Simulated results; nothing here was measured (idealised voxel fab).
process module | voxel double patterning
cross-section cut | 145 nm wide | cells 5 nm
A cross-section is a grid of square cells, given in bands from the top down. A band is one or more rows of cells.
Each band's line starts with the height of the band's top and of its bottom, in nm. Then come its materials from left to right, each with its width in nm. One material with "throughout" fills the band from edge to edge. "air" is empty space.
Height 0 is the level under which the wafer as received is all one material. The lowest band goes on downwards, as in "0 down".
A width such as "30 to 40" changes by the same amount from each row of cells to the next, from the band's top row to its bottom row.
"no change" after a step means that no cell of the cross-section changed.
closed voids: empty space of 8 cells or more with no open way to the top, each as width x height at its distance from the left edge, in nm
after a step's settings: what the simulator itself notes on the step
overlay nm, on a step with a mask: how far to the right of its planned place the mask lay; to the left if negative
plan
1 op RECEIVE | material Si
2 op CONFORMAL_DEP | material SiO2 | thk nm 10
3 op DIRECTIONAL_DEP | material W | thk nm 15
4 op DIRECTIONAL_DEP | material SiN | thk nm 5
5 op DIRECTIONAL_DEP | material aC | thk nm 15
6 op PATTERN | tone open | mask id FIRST | material resist | width nm 15 | pitch nm 50 | thk nm 30 | overlay nm 0
7 op DIRECTIONAL_ETCH | etch materials aC | depth nm 15
8 op STRIP | etch materials resist
9 op DIRECTIONAL_ETCH | etch materials SiN | depth nm 5
10 op STRIP | etch materials aC
11 op DIRECTIONAL_DEP | material aC | thk nm 15
12 op PATTERN | tone open | mask id SECOND | material resist | width nm 15 | thk nm 30 | overlay nm 0
13 op DIRECTIONAL_ETCH | etch materials aC | depth nm 15
14 op STRIP | etch materials resist
15 op DIRECTIONAL_ETCH | etch materials SiN | depth nm 5
16 op STRIP | etch materials aC
17 op DIRECTIONAL_ETCH | etch materials W | depth nm 15
18 op STRIP | etch materials SiN
as received, after step 1
  0 down: Si throughout
  closed voids: none
a wafer at the end: this start, this plan, one mistake
  25 to 15: SiO2 throughout
  15 to 0: W throughout
  0 down: Si throughout
  closed voids: none
what went wrong: steps 2 and 3 were swapped
